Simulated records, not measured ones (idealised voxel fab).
The process module that follows is named voxel double patterning.
Square cells of 5 nm make up the cross-section cut, whose width is 150 nm.
Cross-section = grid of square cells, listed top down in bands; band = one or more rows.
Band: top height; bottom height; in nm. Then, left to right: material with width in nm, for each material. "throughout": a single material spanning edge to edge. "empty": empty space.
Height reference: 0 = level under which incoming wafer is all one material. Lowest band: no bottom, runs on downward, e.g. "z 0 and below".
Width spec "30 to 40" -> top row of cells at first value, bottom row at second value, equal per-row change in between.
Given "nothing was modified" for a step, no cell of the cross-section differs between before and after that step.
So "Encapsulated voids" is basically the list of trapped voids: any empty space of 8 cells or more that can't reach the top through an opening. They're written width x height at distance, the distance being from the left edge, and it's all nm.
Anything after a step's settings on that line? It's the simulator's own note about the step.
You can add "overlay nm" to a step's line. For a step with a mask, it describes how far the mask lay to the right of its planned position, and a negative number describes a lay to the left.

[The steps planned for the process are as follows]
1 RECEIVE, material Si
2 CONFORMAL_DEP, material SiN, thk nm 5
3 DIRECTIONAL_DEP, material SiO2, thk nm 20
4 DIRECTIONAL_DEP, material SiCN, thk nm 5
5 DIRECTIONAL_DEP, material aC, thk nm 10
6 PATTERN, tone open, mask id FIRST, material resist, width nm 15, pitch nm 50, thk nm 25, overlay nm 0
7 DIRECTIONAL_ETCH, etch materials aC, depth nm 10
8 STRIP, etch materials resist
9 DIRECTIONAL_ETCH, etch materials SiCN, depth nm 5
10 STRIP, etch materials aC
11 PATTERN, tone open, mask id SECOND, material resist, width nm 15, pitch nm 50, thk nm 15, overlay nm 0
12 DIRECTIONAL_ETCH, etch materials SiCN, depth nm 5
13 STRIP, etch materials resist
14 DIRECTIONAL_ETCH, etch materials SiO2, depth nm 20
15 STRIP, etch materials SiCN

[Cross-section of the incoming wafer, state after step 1]
    z 0 and below = Si throughout
    Encapsulated voids: none

[End-of-module XS, first of two wafers, run as planned]
    z 25 to 5 = SiO2: 15  empty: 15  SiO2: 10  empty: 15  SiO2: 10  empty: 15  SiO2: 10  empty: 15  SiO2: 10  empty: 15  SiO2: 20
    z 5 to 0 = SiN throughout
    z 0 and below = Si throughout
    Encapsulated voids: none

[Wafer two, sectioned after the module: the first wafer's start, the first wafer's plan, and one mistake in how it was run]
    z 25 to 20 = SiN throughout
    z 20 to 0 = SiO2 throughout
    z 0 and below = Si throughout
    Encapsulated voids: none
Processing error: note: step 2 <-> step 3, run order reversed vs plan
FYI, end of process, the second wafer has more or fewer cells of some materials than the first: 60 more of SiO2
